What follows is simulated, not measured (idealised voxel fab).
The following is a process module called voxel transistor to metal.
It is cross-section cut that appears here, measuring 180 nm in width, its square cells being 5 nm in size.
Square cells in a grid make up a cross-section in this document, and the grid is given as bands, listed from the top down, each one or more rows of cells. Top height, bottom height, nm. Materials left to right, width each, nm. Single material + "all across" = fills band edge to edge. "empty" = empty. For the purposes of this specification, 0 denotes the height below which the wafer in its as-received condition is composed wholly of one material, and the lowermost band, lacking a lower limit, extends downward without end, as expressed in "0..down". Width spec "30->40" -> top row of cells at first value, bottom row at second value, equal per-row change in between. Step marked "same as before"? Then no cell in the cross-section changed in it. "Fully sealed cavities": empty spaces of 8 cells or more with no open way to the top, each given as width x height at distance, distance from the left edge, all in nm. Heads up: the bit after the settings on a step's line is the simulator's remark on that step. You can add "overlay nm" to a step's line. For a step with a mask, it describes how far the mask lay to the right of its planned position, and a negative number describes a lay to the left.
### plan
1. op RECEIVE | material Si
2. op CONFORMAL_DEP | material SiO2 | thk nm 5
3. op CONFORMAL_DEP | material SiN | thk nm 10
4. op MASKED_ETCH | tone cover | mask id ACTIVE | width nm 110 | etch materials SiN | depth nm 10 | overlay nm 0
5. op MASKED_ETCH | tone cover | mask id ACTIVE | width nm 110 | etch materials SiO2 | depth nm 5 | overlay nm 0
6. op MASKED_ETCH | tone cover | mask id ACTIVE | width nm 110 | etch materials Si | depth nm 30 | overlay nm 0
7. op OXIDIZE | depth nm 5
8. op FILL_DEP | material SiO2 | thk nm 5
9. op CMP | height nm 15
10. op SELECTIVE_ETCH | etch materials SiO2 | depth nm 10
11. op STRIP | etch materials SiN
12. op SELECTIVE_ETCH | etch materials SiO2 | depth nm 5
13. op OXIDIZE | depth nm 5
14. op DIRECTIONAL_DEP | material polySi | thk nm 20
15. op DIRECTIONAL_DEP | material SiCN | thk nm 10
16. op PATTERN | tone cover | mask id GATE | material resist | width nm 30 | thk nm 15 | overlay nm 0
17. op DIRECTIONAL_ETCH | etch materials SiCN | depth nm 20
18. op DIRECTIONAL_ETCH | etch materials polySi | depth nm 30
19. op STRIP | etch materials resist
20. op CONFORMAL_DEP | material SiN | thk nm 10
21. op DIRECTIONAL_ETCH | etch materials SiN | depth nm 10
22. op DIRECTIONAL_ETCH | etch materials SiO2 | depth nm 5
23. op EPI | material pSi | thk nm 5
24. op FILL_DEP | material SiO2 | thk nm 10
25. op CMP | height nm 20
26. op STRIP | etch materials polySi
27. op SELECTIVE_ETCH | etch materials SiO2 | depth nm 5
28. op CONFORMAL_DEP | material HfO2 | thk nm 5
29. op CONFORMAL_DEP | material TiN | thk nm 5
30. op FILL_DEP | material W | thk nm 10
31. op CMP | height nm 15
32. op DIRECTIONAL_DEP | material SiO2 | thk nm 10
33. op MASKED_ETCH | tone open | mask id CONTACT | width nm 20 | pitch nm 80 | etch materials SiO2 | depth nm 25 | overlay nm 0
34. op CONFORMAL_DEP | material TiN | thk nm 5
35. op FILL_DEP | material Ru | thk nm 5
36. op CMP | height nm 25
37. op CONFORMAL_DEP | material SiN | thk nm 5
38. op DIRECTIONAL_DEP | material lowk | thk nm 20
39. op DIRECTIONAL_DEP | material aC | thk nm 15
40. op PATTERN | tone open | mask id METAL_1 | material resist | width nm 20 | pitch nm 80 | thk nm 30 | overlay nm 0
41. op DIRECTIONAL_ETCH | etch materials aC | depth nm 15
42. op STRIP | etch materials resist
43. op DIRECTIONAL_ETCH | etch materials lowk | depth nm 20
44. op DIRECTIONAL_ETCH | etch materials SiN | depth nm 5
45. op STRIP | etch materials aC
46. op CONFORMAL_DEP | material TiN | thk nm 5
47. op FILL_DEP | material Cu | thk nm 5
48. op CMP | height nm 50
49. op CONFORMAL_DEP | material SiCN | thk nm 5
50. op DIRECTIONAL_DEP | material SiO2 | thk nm 30
51. op MASKED_ETCH | tone open | mask id METAL_2_HOLES | width nm 15 | pitch nm 80 | etch materials SiO2 | depth nm 30 | overlay nm 0
52. op MASKED_ETCH | tone open | mask id METAL_2 | width nm 20 | pitch nm 80 | etch materials SiO2 | depth nm 20 | overlay nm 0
53. op MASKED_ETCH | tone open | mask id METAL_2 | width nm 20 | pitch nm 80 | etch materials SiCN | depth nm 5 | overlay nm 0
54. op CONFORMAL_DEP | material TiN | thk nm 5
55. op FILL_DEP | material Ru | thk nm 10
56. op CMP | height nm 85
57. op CONFORMAL_DEP | material SiN | thk nm 5
### The first of the two wafers, which ran as planned
### Step 1 complete: cross-section of the wafer as received
    0..down = Si all across
    Fully sealed cavities: none
### The wafer in cross-section once step 2 is complete
    5..0 = SiO2 all across
    Beneath the level 0, the cross-section is identical to its previous state.
### The wafer in cross-section once step 3 is complete
    15..5 = SiN all across
    Beneath the level 5, the cross-section is identical to its previous state.
### The wafer in cross-section once step 4 is complete
    15..5 = empty=35, then SiN=110, then empty=35
    Beneath the level 5, the cross-section is identical to its previous state.
### The wafer in cross-section once step 5 is complete
    15..5 = empty=35, then SiN=110, then empty=35
    5..0 = empty=35, then SiO2=110, then empty=35
    Beneath the level 0, the cross-section is identical to its previous state.
### The wafer in cross-section once step 6 is complete
    15..5 = empty=35, then SiN=110, then empty=35
    5..0 = empty=35, then SiO2=110, then empty=35
    0..-30 = empty=35, then Si=110, then empty=35
    Beneath the level -30, the cross-section is identical to its previous state.
### The wafer in cross-section once step 7 is complete
    15..5 = empty=35, then SiN=110, then empty=35
    5..0 = empty=35, then SiO2=110, then empty=35
    0..-30 = empty=35, then SiO2=5, then Si=100, then SiO2=5, then empty=35
    -30..-35 = SiO2=40, then Si=100, then SiO2=40
    Beneath the level -35, the cross-section is identical to its previous state.
### The wafer in cross-section once step 8 is complete
    20..15 = SiO2 all across
    15..5 = SiO2=35, then SiN=110, then SiO2=35
    5..0 = SiO2 all across
    0..-35 = SiO2=40, then Si=100, then SiO2=40
    Beneath the level -35, the cross-section is identical to its previous state.
### The wafer in cross-section once step 9 is complete
    15..5 = SiO2=35, then SiN=110, then SiO2=35
    Beneath the level 5, the cross-section is identical to its previous state.
### The wafer in cross-section once step 10 is complete
    15..5 = empty=35, then SiN=110, then empty=35
    Beneath the level 5, the cross-section is identical to its previous state.
### The wafer in cross-section once step 11 is complete
    5..0 = SiO2 all across
    Beneath the level 0, the cross-section is identical to its previous state.
### The wafer in cross-section once step 12 is complete
    0..-35 = SiO2=40, then Si=100, then SiO2=40
    Beneath the level -35, the cross-section is identical to its previous state.
### The wafer in cross-section once step 13 is complete
    0..-5 = SiO2 all across
    Beneath the level -5, the cross-section is identical to its previous state.
### The wafer in cross-section once step 14 is complete
    20..0 = polySi all across
    Beneath the level 0, the cross-section is identical to its previous state.
### The wafer in cross-section once step 15 is complete
    30..20 = SiCN all across
    Beneath the level 20, the cross-section is identical to its previous state.
### The wafer in cross-section once step 16 is complete
    45..30 = empty=75, then resist=30, then empty=75
    Beneath the level 30, the cross-section is identical to its previous state.
### The wafer in cross-section once step 17 is complete
    45..30 = empty=75, then resist=30, then empty=75
    30..20 = empty=75, then SiCN=30, then empty=75
    Beneath the level 20, the cross-section is identical to its previous state.
### The wafer in cross-section once step 18 is complete
    45..30 = empty=75, then resist=30, then empty=75
    30..20 = empty=75, then SiCN=30, then empty=75
    20..0 = empty=75, then polySi=30, then empty=75
    Beneath the level 0, the cross-section is identical to its previous state.
### The wafer in cross-section once step 19 is complete
    30..20 = empty=75, then SiCN=30, then empty=75
    Beneath the level 20, the cross-section is identical to its previous state.
### The wafer in cross-section once step 20 is complete
    40..30 = empty=65, then SiN=50, then empty=65
    30..20 = empty=65, then SiN=10, then SiCN=30, then SiN=10, then empty=65
    20..10 = empty=65, then SiN=10, then polySi=30, then SiN=10, then empty=65
    10..0 = SiN=75, then polySi=30, then SiN=75
    Beneath the level 0, the cross-section is identical to its previous state.
### The wafer in cross-section once step 21 is complete
    30..20 = empty=65, then SiN=10, then SiCN=30, then SiN=10, then empty=65
    20..0 = empty=65, then SiN=10, then polySi=30, then SiN=10, then empty=65
    Beneath the level 0, the cross-section is identical to its previous state.
### The wafer in cross-section once step 22 is complete
    30..20 = empty=65, then SiN=10, then SiCN=30, then SiN=10, then empty=65
    20..0 = empty=65, then SiN=10, then polySi=30, then SiN=10, then empty=65
    0..-5 = empty=65, then SiO2=50, then empty=65
    Beneath the level -5, the cross-section is identical to its previous state.
### The wafer in cross-section once step 23 is complete
    30..20 = empty=65, then SiN=10, then SiCN=30, then SiN=10, then empty=65
    20..0 = empty=65, then SiN=10, then polySi=30, then SiN=10, then empty=65
    0..-5 = empty=35, then pSi=30, then SiO2=50, then pSi=30, then empty=35
    Beneath the level -5, the cross-section is identical to its previous state.
### The wafer in cross-section once step 24 is complete
    40..30 = SiO2 all across
    30..20 = SiO2=65, then SiN=10, then SiCN=30, then SiN=10, then SiO2=65
    20..0 = SiO2=65, then SiN=10, then polySi=30, then SiN=10, then SiO2=65
    0..-5 = SiO2=35, then pSi=30, then SiO2=50, then pSi=30, then SiO2=35
    Beneath the level -5, the cross-section is identical to its previous state.
### The wafer in cross-section once step 25 is complete
    20..0 = SiO2=65, then SiN=10, then polySi=30, then SiN=10, then SiO2=65
    Beneath the level 0, the cross-section is identical to its previous state.
### The wafer in cross-section once step 26 is complete
    20..0 = SiO2=65, then SiN=10, then empty=30, then SiN=10, then SiO2=65
    Beneath the level 0, the cross-section is identical to its previous state.
### The wafer in cross-section once step 27 is complete
    20..15 = empty=65, then SiN=10, then empty=30, then SiN=10, then empty=65
    15..0 = SiO2=65, then SiN=10, then empty=30, then SiN=10, then SiO2=65
    0..-5 = SiO2=35, then pSi=30, then SiO2=5, then empty=40, then SiO2=5, then pSi=30, then SiO2=35
    Beneath the level -5, the cross-section is identical to its previous state.
### The wafer in cross-section once step 28 is complete
    25..20 = empty=60, then HfO2=20, then empty=20, then HfO2=20, then empty=60
    20..15 = HfO2=65, then SiN=10, then HfO2=5, then empty=20, then HfO2=5, then SiN=10, then HfO2=65
    15..0 = SiO2=65, then SiN=10, then HfO2=5, then empty=20, then HfO2=5, then SiN=10, then SiO2=65
    0..-5 = SiO2=35, then pSi=30, then SiO2=5, then HfO2=40, then SiO2=5, then pSi=30, then SiO2=35
    Beneath the level -5, the cross-section is identical to its previous state.
### The wafer in cross-section once step 29 is complete
    30..25 = empty=55, then TiN=30, then empty=10, then TiN=30, then empty=55
    25..20 = TiN=60, then HfO2=20, then TiN=5, then empty=10, then TiN=5, then HfO2=20, then TiN=60
    20..15 = HfO2=65, then SiN=10, then HfO2=5, then TiN=5, then empty=10, then TiN=5, then HfO2=5, then SiN=10, then HfO2=65
    15..5 = SiO2=65, then SiN=10, then HfO2=5, then TiN=5, then empty=10, then TiN=5, then HfO2=5, then SiN=10, then SiO2=65
    5..0 = SiO2=65, then SiN=10, then HfO2=5, then TiN=20, then HfO2=5, then SiN=10, then SiO2=65
    Beneath the level 0, the cross-section is identical to its previous state.
### The wafer in cross-section once step 30 is complete
    40..30 = W all across
    30..25 = W=55, then TiN=30, then W=10, then TiN=30, then W=55
    25..20 = TiN=60, then HfO2=20, then TiN=5, then W=10, then TiN=5, then HfO2=20, then TiN=60
    20..15 = HfO2=65, then SiN=10, then HfO2=5, then TiN=5, then W=10, then TiN=5, then HfO2=5, then SiN=10, then HfO2=65
    15..5 = SiO2=65, then SiN=10, then HfO2=5, then TiN=5, then W=10, then TiN=5, then HfO2=5, then SiN=10, then SiO2=65
    Beneath the level 5, the cross-section is identical to its previous state.
### The wafer in cross-section once step 31 is complete
    15..5 = SiO2=65, then SiN=10, then HfO2=5, then TiN=5, then W=10, then TiN=5, then HfO2=5, then SiN=10, then SiO2=65
    Beneath the level 5, the cross-section is identical to its previous state.
### The wafer in cross-section once step 32 is complete
    25..15 = SiO2 all across
    Beneath the level 15, the cross-section is identical to its previous state.
### The wafer in cross-section once step 33 is complete
    25..15 = SiO2=40, then empty=20, then SiO2=60, then empty=20, then SiO2=40
    15..5 = SiO2=40, then empty=20, then SiO2=5, then SiN=10, then HfO2=5, then TiN=5, then W=10, then TiN=5, then HfO2=5, then SiN=10, then SiO2=5, then empty=20, then SiO2=40
    5..0 = SiO2=40, then empty=20, then SiO2=5, then SiN=10, then HfO2=5, then TiN=20, then HfO2=5, then SiN=10, then SiO2=5, then empty=20, then SiO2=40
    Beneath the level 0, the cross-section is identical to its previous state.
### The wafer in cross-section once step 34 is complete
    30..25 = TiN=45, then empty=10, then TiN=70, then empty=10, then TiN=45
    25..15 = SiO2=40, then TiN=5, then empty=10, then TiN=5, then SiO2=60, then TiN=5, then empty=10, then TiN=5, then SiO2=40
    15..5 = SiO2=40, then TiN=5, then empty=10, then TiN=5, then SiO2=5, then SiN=10, then HfO2=5, then TiN=5, then W=10, then TiN=5, then HfO2=5, then SiN=10, then SiO2=5, then TiN=5, then empty=10, then TiN=5, then SiO2=40
    5..0 = SiO2=40, then TiN=20, then SiO2=5, then SiN=10, then HfO2=5, then TiN=20, then HfO2=5, then SiN=10, then SiO2=5, then TiN=20, then SiO2=40
    Beneath the level 0, the cross-section is identical to its previous state.
### The wafer in cross-section once step 35 is complete
    35..30 = Ru all across
    30..25 = TiN=45, then Ru=10, then TiN=70, then Ru=10, then TiN=45
    25..15 = SiO2=40, then TiN=5, then Ru=10, then TiN=5, then SiO2=60, then TiN=5, then Ru=10, then TiN=5, then SiO2=40
    15..5 = SiO2=40, then TiN=5, then Ru=10, then TiN=5, then SiO2=5, then SiN=10, then HfO2=5, then TiN=5, then W=10, then TiN=5, then HfO2=5, then SiN=10, then SiO2=5, then TiN=5, then Ru=10, then TiN=5, then SiO2=40
    Beneath the level 5, the cross-section is identical to its previous state.
### The wafer in cross-section once step 36 is complete
    25..15 = SiO2=40, then TiN=5, then Ru=10, then TiN=5, then SiO2=60, then TiN=5, then Ru=10, then TiN=5, then SiO2=40
    Beneath the level 15, the cross-section is identical to its previous state.
### The wafer in cross-section once step 37 is complete
    30..25 = SiN all across
    Beneath the level 25, the cross-section is identical to its previous state.
### The wafer in cross-section once step 38 is complete
    50..30 = lowk all across
    Beneath the level 30, the cross-section is identical to its previous state.
### The wafer in cross-section once step 39 is complete
    65..50 = aC all across
    Beneath the level 50, the cross-section is identical to its previous state.
### The wafer in cross-section once step 40 is complete
    95..65 = resist=40, then empty=20, then resist=60, then empty=20, then resist=40
    Beneath the level 65, the cross-section is identical to its previous state.
### The wafer in cross-section once step 41 is complete
    80..65 = resist=40, then empty=20, then resist=60, then empty=20, then resist=40
    65..50 = aC=40, then empty=20, then aC=60, then empty=20, then aC=40
    Beneath the level 50, the cross-section is identical to its previous state.
### The wafer in cross-section once step 42 is complete
    65..50 = aC=40, then empty=20, then aC=60, then empty=20, then aC=40
    Beneath the level 50, the cross-section is identical to its previous state.
### The wafer in cross-section once step 43 is complete
    65..50 = aC=40, then empty=20, then aC=60, then empty=20, then aC=40
    50..30 = lowk=40, then empty=20, then lowk=60, then empty=20, then lowk=40
    Beneath the level 30, the cross-section is identical to its previous state.
### The wafer in cross-section once step 44 is complete
    65..50 = aC=40, then empty=20, then aC=60, then empty=20, then aC=40
    50..30 = lowk=40, then empty=20, then lowk=60, then empty=20, then lowk=40
    30..25 = SiN=40, then empty=20, then SiN=60, then empty=20, then SiN=40
    Beneath the level 25, the cross-section is identical to its previous state.
### The wafer in cross-section once step 45 is complete
    50..30 = lowk=40, then empty=20, then lowk=60, then empty=20, then lowk=40
    Beneath the level 30, the cross-section is identical to its previous state.
### The wafer in cross-section once step 46 is complete
    55..50 = TiN=45, then empty=10, then TiN=70, then empty=10, then TiN=45
    50..30 = lowk=40, then TiN=5, then empty=10, then TiN=5, then lowk=60, then TiN=5, then empty=10, then TiN=5, then lowk=40
    30..25 = SiN=40, then TiN=20, then SiN=60, then TiN=20, then SiN=40
    Beneath the level 25, the cross-section is identical to its previous state.
### The wafer in cross-section once step 47 is complete
    60..55 = Cu all across
    55..50 = TiN=45, then Cu=10, then TiN=70, then Cu=10, then TiN=45
    50..30 = lowk=40, then TiN=5, then Cu=10, then TiN=5, then lowk=60, then TiN=5, then Cu=10, then TiN=5, then lowk=40
    Beneath the level 30, the cross-section is identical to its previous state.
### The wafer in cross-section once step 48 is complete
    50..30 = lowk=40, then TiN=5, then Cu=10, then TiN=5, then lowk=60, then TiN=5, then Cu=10, then TiN=5, then lowk=40
    Beneath the level 30, the cross-section is identical to its previous state.
### The wafer in cross-section once step 49 is complete
    55..50 = SiCN all across
    Beneath the level 50, the cross-section is identical to its previous state.
### The wafer in cross-section once step 50 is complete
    85..55 = SiO2 all across
    Beneath the level 55, the cross-section is identical to its previous state.
### The wafer in cross-section once step 51 is complete
    85..55 = SiO2=40, then empty=15, then SiO2=65, then empty=15, then SiO2=45
    Beneath the level 55, the cross-section is identical to its previous state.
### The wafer in cross-section once step 52 is complete
    85..65 = SiO2=40, then empty=20, then SiO2=60, then empty=20, then SiO2=40
    Beneath the level 65, the cross-section is identical to its previous state.
### The wafer in cross-section once step 53 is complete
    85..65 = SiO2=40, then empty=20, then SiO2=60, then empty=20, then SiO2=40
    65..55 = SiO2=40, then empty=15, then SiO2=65, then empty=15, then SiO2=45
    55..50 = SiCN=40, then empty=15, then SiCN=65, then empty=15, then SiCN=45
    Beneath the level 50, the cross-section is identical to its previous state.
### The wafer in cross-section once step 54 is complete
    90..85 = TiN=45, then empty=10, then TiN=70, then empty=10, then TiN=45
    85..70 = SiO2=40, then TiN=5, then empty=10, then TiN=5, then SiO2=60, then TiN=5, then empty=10, then TiN=5, then SiO2=40
    70..65 = SiO2=40, then TiN=5, then empty=5, then TiN=10, then SiO2=60, then TiN=5, then empty=5, then TiN=10, then SiO2=40
    65..55 = SiO2=40, then TiN=5, then empty=5, then TiN=5, then SiO2=65, then TiN=5, then empty=5, then TiN=5, then SiO2=45
    55..50 = SiCN=40, then TiN=15, then SiCN=65, then TiN=15, then SiCN=45
    Beneath the level 50, the cross-section is identical to its previous state.
### The wafer in cross-section once step 55 is complete
    100..90 = Ru all across
    90..85 = TiN=45, then Ru=10, then TiN=70, then Ru=10, then TiN=45
    85..70 = SiO2=40, then TiN=5, then Ru=10, then TiN=5, then SiO2=60, then TiN=5, then Ru=10, then TiN=5, then SiO2=40
    70..65 = SiO2=40, then TiN=5, then Ru=5, then TiN=10, then SiO2=60, then TiN=5, then Ru=5, then TiN=10, then SiO2=40
    65..55 = SiO2=40, then TiN=5, then Ru=5, then TiN=5, then SiO2=65, then TiN=5, then Ru=5, then TiN=5, then SiO2=45
    Beneath the level 55, the cross-section is identical to its previous state.
### The wafer in cross-section once step 56 is complete
    85..70 = SiO2=40, then TiN=5, then Ru=10, then TiN=5, then SiO2=60, then TiN=5, then Ru=10, then TiN=5, then SiO2=40
    Beneath the level 70, the cross-section is identical to its previous state.
### The wafer in cross-section once step 57 is complete
    90..85 = SiN all across
    Beneath the level 85, the cross-section is identical to its previous state.
### Second wafer, same starting state and plan as the first, one mistake in the run, identical through step 49
### Second wafer profile in section, at the moment step 50 of the plan was meant to be complete
    115..55 = SiO2 all across
    Beneath the level 55, the cross-section is identical to its previous state.
### Second wafer profile in section, at the moment step 51 of the plan was meant to be complete
    115..85 = SiO2=40, then empty=15, then SiO2=65, then empty=15, then SiO2=45
    Beneath the level 85, the cross-section is identical to its previous state.
### Second wafer profile in section, at the moment step 52 of the plan was meant to be complete
    115..95 = SiO2=40, then empty=20, then SiO2=60, then empty=20, then SiO2=40
    95..65 = SiO2=40, then empty=15, then SiO2=65, then empty=15, then SiO2=45
    Beneath the level 65, the cross-section is identical to its previous state.
Second wafer profile in section, at the moment step 53 of the plan was meant to be complete: same as before
### Second wafer profile in section, at the moment step 54 of the plan was meant to be complete
    120..115 = TiN=45, then empty=10, then TiN=70, then empty=10, then TiN=45
    115..100 = SiO2=40, then TiN=5, then empty=10, then TiN=5, then SiO2=60, then TiN=5, then empty=10, then TiN=5, then SiO2=40
    100..95 = SiO2=40, then TiN=5, then empty=5, then TiN=10, then SiO2=60, then TiN=5, then empty=5, then TiN=10, then SiO2=40
    95..70 = SiO2=40, then TiN=5, then empty=5, then TiN=5, then SiO2=65, then TiN=5, then empty=5, then TiN=5, then SiO2=45
    70..65 = SiO2=40, then TiN=15, then SiO2=65, then TiN=15, then SiO2=45
    Beneath the level 65, the cross-section is identical to its previous state.
### Second wafer profile in section, at the moment step 55 of the plan was meant to be complete
    130..120 = Ru all across
    120..115 = TiN=45, then Ru=10, then TiN=70, then Ru=10, then TiN=45
    115..100 = SiO2=40, then TiN=5, then Ru=10, then TiN=5, then SiO2=60, then TiN=5, then Ru=10, then TiN=5, then SiO2=40
    100..95 = SiO2=40, then TiN=5, then Ru=5, then TiN=10, then SiO2=60, then TiN=5, then Ru=5, then TiN=10, then SiO2=40
    95..70 = SiO2=40, then TiN=5, then Ru=5, then TiN=5, then SiO2=65, then TiN=5, then Ru=5, then TiN=5, then SiO2=45
    Beneath the level 70, the cross-section is identical to its previous state.
### Second wafer profile in section, at the moment step 56 of the plan was meant to be complete
    85..70 = SiO2=40, then TiN=5, then Ru=5, then TiN=5, then SiO2=65, then TiN=5, then Ru=5, then TiN=5, then SiO2=45
    Beneath the level 70, the cross-section is identical to its previous state.
### Second wafer profile in section, at the moment step 57 of the plan was meant to be complete
    90..85 = SiN all across
    Beneath the level 85, the cross-section is identical to its previous state.
Nonconformance to the process plan: plan step 50 was conducted twice
Heads up, by the end the second wafer has more or fewer cells of some materials compared to the first: Ru: 12 fewer, SiCN: 6 more, SiO2: 20 more, TiN: 14 fewer
